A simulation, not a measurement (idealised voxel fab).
Process module name: voxel transistor to metal
Square cells of 5 nm make up the cross-section cut, whose width is 165 nm.
For the purposes of this document, a cross-section shall be understood as a grid of square cells, specified as bands listed in top-to-bottom order, each band consisting of one or more rows of cells. Top height, bottom height, nm. Materials left to right, width each, nm. Single material + "everywhere" = fills band edge to edge. "air" = empty. Ref level 0: as-received wafer is one material below here. Bottom band extends down with no lower bound ("0 down"). Note: "30..40" means the width goes from the first number (top row of the band) to the second number (bottom row) in equal steps per row of cells. "changes: none" for a step: no cell of the cross-section changed in that step. If an empty space has no open way to the top and is at least 8 cells in size, "Voids, sealed" lists it, written width x height at distance, where distance is measured from the left edge and every value is in nm. On each step's line, the part that comes after the settings is the simulator's own comment on the step. A step line may carry the setting "overlay nm", which, for steps involving a mask, states the distance by which the mask lay to the right of its intended position; negative values denote displacement to the left.
# The process steps that were planned are listed below
1,RECEIVE: material Si
2,OXIDIZE: depth nm 5
3,CONFORMAL_DEP: material SiN, thk nm 10
4,MASKED_ETCH: tone cover, mask id ACTIVE, width nm 105, etch materials SiN, depth nm 10, overlay nm 0
5,MASKED_ETCH: tone cover, mask id ACTIVE, width nm 105, etch materials SiO2, depth nm 5, overlay nm 0
6,MASKED_ETCH: tone cover, mask id ACTIVE, width nm 105, etch materials Si, depth nm 35, overlay nm 0
7,FILL_DEP: material SiO2, thk nm 10
8,CMP: height nm 10
9,SELECTIVE_ETCH: etch materials SiO2, depth nm 5
10,STRIP: etch materials SiN
11,SELECTIVE_ETCH: etch materials SiO2, depth nm 5
12,OXIDIZE: depth nm 5
13,DIRECTIONAL_DEP: material polySi, thk nm 20
14,DIRECTIONAL_DEP: material SiCN, thk nm 10
15,PATTERN: tone cover, mask id GATE, material resist, width nm 25, thk nm 20, overlay nm 0
16,DIRECTIONAL_ETCH: etch materials SiCN, depth nm 20
17,DIRECTIONAL_ETCH: etch materials polySi, depth nm 30
18,STRIP: etch materials resist
19,CONFORMAL_DEP: material SiN, thk nm 10
20,DIRECTIONAL_ETCH: etch materials SiN, depth nm 10
21,DIRECTIONAL_ETCH: etch materials SiO2, depth nm 5
22,DIRECTIONAL_ETCH: etch materials Si, depth nm 5
23,EPI: material nSi, thk nm 10
24,FILL_DEP: material SiO2, thk nm 5
25,CMP: height nm 25
26,DIRECTIONAL_DEP: material SiO2, thk nm 15
27,MASKED_ETCH: tone open, mask id CONTACT, width nm 30, pitch nm 65, etch materials SiO2, depth nm 45, overlay nm 0
28,CONFORMAL_DEP: material TiN, thk nm 5
29,FILL_DEP: material Ru, thk nm 5
30,CMP: height nm 40
31,DIRECTIONAL_DEP: material TiN, thk nm 5
32,DIRECTIONAL_DEP: material W, thk nm 15
33,DIRECTIONAL_DEP: material aC, thk nm 15
34,PATTERN: tone cover, mask id METAL_1, material resist, width nm 20, pitch nm 75, thk nm 30, overlay nm 0
35,DIRECTIONAL_ETCH: etch materials aC, depth nm 15
36,STRIP: etch materials resist
37,DIRECTIONAL_ETCH: etch materials W, depth nm 15
38,DIRECTIONAL_ETCH: etch materials TiN, depth nm 5
39,STRIP: etch materials aC
40,FILL_DEP: material lowk, thk nm 5
41,CMP: height nm 60
42,CONFORMAL_DEP: material SiCN, thk nm 5
43,DIRECTIONAL_DEP: material SiO2, thk nm 30
44,MASKED_ETCH: tone open, mask id METAL_2, width nm 20, pitch nm 75, etch materials SiO2, depth nm 15, overlay nm 0
45,MASKED_ETCH: tone open, mask id METAL_2_HOLES, width nm 15, pitch nm 75, etch materials SiO2, depth nm 15, overlay nm 0
46,MASKED_ETCH: tone open, mask id METAL_2_HOLES, width nm 15, pitch nm 75, etch materials SiCN, depth nm 5, overlay nm 0
47,CONFORMAL_DEP: material TiN, thk nm 5
48,FILL_DEP: material Cu, thk nm 5
49,CMP: height nm 95
50,CONFORMAL_DEP: material SiN, thk nm 5
# Shown in cross-section is the wafer as received, that is, as it stands after step 1
	0 down: Si everywhere
	Voids, sealed: none
# Run as planned - first of the two wafers cross-sectioned at the end of the module
	100 to 95: SiN everywhere
	95 to 85: SiO2: 35, then TiN: 5, then Cu: 10, then TiN: 5, then SiO2: 55, then TiN: 5, then Cu: 10, then TiN: 5, then SiO2: 35
	85 to 80: SiO2: 35, then TiN: 5, then Cu: 5, then TiN: 10, then SiO2: 55, then TiN: 5, then Cu: 5, then TiN: 10, then SiO2: 35
	80 to 65: SiO2: 35, then TiN: 5, then Cu: 5, then TiN: 5, then SiO2: 60, then TiN: 5, then Cu: 5, then TiN: 5, then SiO2: 40
	65 to 60: SiCN: 35, then TiN: 15, then SiCN: 60, then TiN: 15, then SiCN: 40
	60 to 45: lowk: 35, then W: 20, then lowk: 55, then W: 20, then lowk: 35
	45 to 40: lowk: 35, then TiN: 20, then lowk: 55, then TiN: 20, then lowk: 35
	40 to 30: SiO2: 35, then TiN: 5, then Ru: 20, then TiN: 5, then SiO2: 35, then TiN: 5, then Ru: 20, then TiN: 5, then SiO2: 35
	30 to 25: SiO2: 35, then TiN: 5, then Ru: 15, then TiN: 10, then SiO2: 35, then TiN: 10, then Ru: 15, then TiN: 5, then SiO2: 35
	25 to 15: SiO2: 35, then TiN: 5, then Ru: 15, then TiN: 5, then SiN: 10, then SiCN: 25, then SiN: 10, then TiN: 5, then Ru: 15, then TiN: 5, then SiO2: 35
	15 to 5: SiO2: 35, then TiN: 5, then Ru: 15, then TiN: 5, then SiN: 10, then polySi: 25, then SiN: 10, then TiN: 5, then Ru: 15, then TiN: 5, then SiO2: 35
	5 to 0: SiO2: 35, then TiN: 25, then SiN: 10, then polySi: 25, then SiN: 10, then TiN: 25, then SiO2: 35
	0 to -5: SiO2: 25, then SiN: 10, then nSi: 10, then TiN: 5, then nSi: 10, then SiN: 10, then polySi: 25, then SiN: 10, then nSi: 10, then TiN: 5, then nSi: 10, then SiN: 10, then SiO2: 25
	-5 to -10: SiO2: 35, then nSi: 25, then SiO2: 45, then nSi: 25, then SiO2: 35
	-10 to -15: SiO2: 30, then Si: 5, then nSi: 25, then Si: 45, then nSi: 25, then Si: 5, then SiO2: 30
	-15 to -40: SiO2: 30, then Si: 105, then SiO2: 30
	-40 down: Si everywhere
	Voids, sealed: none
# Module end: cross-section of wafer two of two. Same start and process plan as the first wafer. One mistake during execution
	100 to 95: SiN everywhere
	95 to 85: SiO2: 35, then TiN: 5, then Cu: 10, then TiN: 5, then SiO2: 55, then TiN: 5, then Cu: 10, then TiN: 5, then SiO2: 35
	85 to 80: SiO2: 35, then TiN: 5, then Cu: 5, then TiN: 10, then SiO2: 55, then TiN: 5, then Cu: 5, then TiN: 10, then SiO2: 35
	80 to 65: SiO2: 35, then TiN: 5, then Cu: 5, then TiN: 5, then SiO2: 60, then TiN: 5, then Cu: 5, then TiN: 5, then SiO2: 40
	65 to 60: SiCN: 35, then TiN: 15, then SiCN: 60, then TiN: 15, then SiCN: 40
	60 to 45: lowk: 35, then W: 20, then lowk: 55, then W: 20, then lowk: 35
	45 to 40: lowk: 35, then TiN: 20, then lowk: 55, then TiN: 20, then lowk: 35
	40 to 30: SiO2: 35, then TiN: 5, then Ru: 20, then TiN: 5, then SiO2: 35, then TiN: 5, then Ru: 20, then TiN: 5, then SiO2: 35
	30 to 25: SiO2: 35, then TiN: 5, then Ru: 15, then TiN: 10, then SiO2: 35, then TiN: 10, then Ru: 15, then TiN: 5, then SiO2: 35
	25 to 20: SiO2: 35, then TiN: 5, then Ru: 15, then TiN: 5, then SiN: 10, then SiCN: 25, then SiN: 10, then TiN: 5, then Ru: 15, then TiN: 5, then SiO2: 35
	20 to 10: SiO2: 35, then TiN: 5, then Ru: 15, then TiN: 5, then SiN: 10, then polySi: 25, then SiN: 10, then TiN: 5, then Ru: 15, then TiN: 5, then SiO2: 35
	10 to 5: SiO2: 35, then TiN: 5, then Ru: 5, then TiN: 15, then SiN: 10, then polySi: 25, then SiN: 10, then TiN: 15, then Ru: 5, then TiN: 5, then SiO2: 35
	5 to 0: SiO2: 35, then TiN: 15, then nSi: 10, then SiN: 10, then polySi: 25, then SiN: 10, then nSi: 10, then TiN: 15, then SiO2: 35
	0 to -5: SiO2: 15, then nSi: 10, then SiN: 10, then nSi: 25, then SiO2: 45, then nSi: 25, then SiN: 10, then nSi: 10, then SiO2: 15
	-5 to -10: nSi: 25, then SiO2: 15, then nSi: 20, then Si: 45, then nSi: 20, then SiO2: 15, then nSi: 25
	-10 to -15: nSi: 25, then Si: 115, then nSi: 25
	-15 down: Si everywhere
	Voids, sealed: none
what went wrong: step 4 ran as: MASKED_ETCH: tone open, mask id ACTIVE, width nm 105, etch materials SiN, depth nm 10, overlay nm 0
Wafer comparison, final, in cells, second relative to first, materials more or fewer: Ru -4, Si +81, SiCN -5, SiN -4, SiO2 -84, TiN -2, nSi +18
